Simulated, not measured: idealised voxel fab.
process module | voxel tone inversion
cross-section cut | 300 nm wide | cells 5 nm
A cross-section is a grid of square cells, given in bands from the top down. A band is one or more rows of cells.
Each band's line starts with the height of the band's top and of its bottom, in nm. Then come its materials from left to right, each with its width in nm. One material with "throughout" fills the band from edge to edge. "air" is empty space.
Height 0 is the level under which the wafer as received is all one material. The lowest band goes on downwards, as in "0 down".
A width such as "30 to 40" changes by the same amount from each row of cells to the next, from the band's top row to its bottom row.
"no change" after a step means that no cell of the cross-section changed.
closed voids: empty space of 8 cells or more with no open way to the top, each as width x height at its distance from the left edge, in nm
after a step's settings: what the simulator itself notes on the step
overlay nm, on a step with a mask: how far to the right of its planned place the mask lay; to the left if negative
plan
1 op RECEIVE | material Si
2 op CONFORMAL_DEP | material SiCN | thk nm 10
3 op DIRECTIONAL_DEP | material polySi | thk nm 20
4 op PATTERN | tone cover | mask id POSTS | material resist | width nm 25 | pitch nm 55 | thk nm 30 | overlay nm 0
5 op DIRECTIONAL_ETCH | etch materials polySi | depth nm 20
6 op STRIP | etch materials resist
7 op FILL_DEP | material SiO2 | thk nm 10
8 op CMP | height nm 30
9 op STRIP | etch materials polySi
10 op CONFORMAL_DEP | material TiN | thk nm 5
11 op FILL_DEP | material Cu | thk nm 10
12 op CMP | height nm 30
13 op CONFORMAL_DEP | material SiN | thk nm 5
as received, after step 1
  0 down: Si throughout
  closed voids: none
a wafer at the end: this start, this plan, one mistake
  45 to 40: SiN throughout
  40 to 35: Cu throughout
  35 to 30: TiN 60 | Cu 15 | TiN 40 | Cu 15 | TiN 40 | Cu 15 | TiN 40 | Cu 15 | TiN 60
  30 to 15: SiO2 55 | TiN 5 | Cu 15 | TiN 5 | SiO2 30 | TiN 5 | Cu 15 | TiN 5 | SiO2 30 | TiN 5 | Cu 15 | TiN 5 | SiO2 30 | TiN 5 | Cu 15 | TiN 5 | SiO2 55
  15 to 10: SiO2 55 | TiN 25 | SiO2 30 | TiN 25 | SiO2 30 | TiN 25 | SiO2 30 | TiN 25 | SiO2 55
  10 to 0: SiCN throughout
  0 down: Si throughout
  closed voids: none
what went wrong: step 12 ran as: op CMP | height nm 40
